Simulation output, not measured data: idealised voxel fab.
process module | voxel trench capacitor
cross-section cut | 290 nm wide | cells 5 nm
A cross-section is a grid of square cells, given in bands from the top down. A band is one or more rows of cells.
Each band's line starts with the height of the band's top and of its bottom, in nm. Then come its materials from left to right, each with its width in nm. One material with "throughout" fills the band from edge to edge. "air" is empty space.
Height 0 is the level under which the wafer as received is all one material. The lowest band goes on downwards, as in "0 down".
A width such as "30 to 40" changes by the same amount from each row of cells to the next, from the band's top row to its bottom row.
"no change" after a step means that no cell of the cross-section changed.
closed voids: empty space of 8 cells or more with no open way to the top, each as width x height at its distance from the left edge, in nm
after a step's settings: what the simulator itself notes on the step
overlay nm, on a step with a mask: how far to the right of its planned place the mask lay; to the left if negative
plan
1 op RECEIVE | material Si
2 op CONFORMAL_DEP | material SiN | thk nm 5
3 op DIRECTIONAL_DEP | material aC | thk nm 10
4 op PATTERN | tone open | mask id TRENCH | material resist | width nm 25 | pitch nm 50 | thk nm 25 | overlay nm 0
5 op DIRECTIONAL_ETCH | etch materials aC | depth nm 10
6 op STRIP | etch materials resist
7 op DIRECTIONAL_ETCH | etch materials SiN | depth nm 5
8 op DIRECTIONAL_ETCH | etch materials Si | depth nm 30
9 op STRIP | etch materials aC
10 op CONFORMAL_DEP | material SiO2 | thk nm 5
11 op FILL_DEP | material polySi | thk nm 10
12 op CMP | height nm 5
as received, after step 1
  0 down: Si throughout
  closed voids: none
first wafer at the end, as planned
  5 to 0: SiN 55 | SiO2 5 | polySi 15 | SiO2 5 | SiN 25 | SiO2 5 | polySi 15 | SiO2 5 | SiN 25 | SiO2 5 | polySi 15 | SiO2 5 | SiN 25 | SiO2 5 | polySi 15 | SiO2 5 | SiN 60
  0 to -25: Si 55 | SiO2 5 | polySi 15 | SiO2 5 | Si 25 | SiO2 5 | polySi 15 | SiO2 5 | Si 25 | SiO2 5 | polySi 15 | SiO2 5 | Si 25 | SiO2 5 | polySi 15 | SiO2 5 | Si 60
  -25 to -30: Si 55 | SiO2 25 | Si 25 | SiO2 25 | Si 25 | SiO2 25 | Si 25 | SiO2 25 | Si 60
  -30 down: Si throughout
  closed voids: none
second wafer at the end: like start, like plan, one mistake
  5 to 0: SiN 60 | SiO2 5 | polySi 10 | SiO2 5 | SiN 30 | SiO2 5 | polySi 10 | SiO2 5 | SiN 30 | SiO2 5 | polySi 10 | SiO2 5 | SiN 30 | SiO2 5 | polySi 10 | SiO2 5 | SiN 60
  0 to -25: Si 60 | SiO2 5 | polySi 10 | SiO2 5 | Si 30 | SiO2 5 | polySi 10 | SiO2 5 | Si 30 | SiO2 5 | polySi 10 | SiO2 5 | Si 30 | SiO2 5 | polySi 10 | SiO2 5 | Si 60
  -25 to -30: Si 60 | SiO2 20 | Si 30 | SiO2 20 | Si 30 | SiO2 20 | Si 30 | SiO2 20 | Si 60
  -30 down: Si throughout
  closed voids: none
what went wrong: step 4 ran as: op PATTERN | tone open | mask id TRENCH | material resist | width nm 20 | pitch nm 50 | thk nm 25 | overlay nm 0
at the end the second wafer has, in cells: 24 more of Si | 4 more of SiN | 4 fewer of SiO2 | 24 fewer of polySi
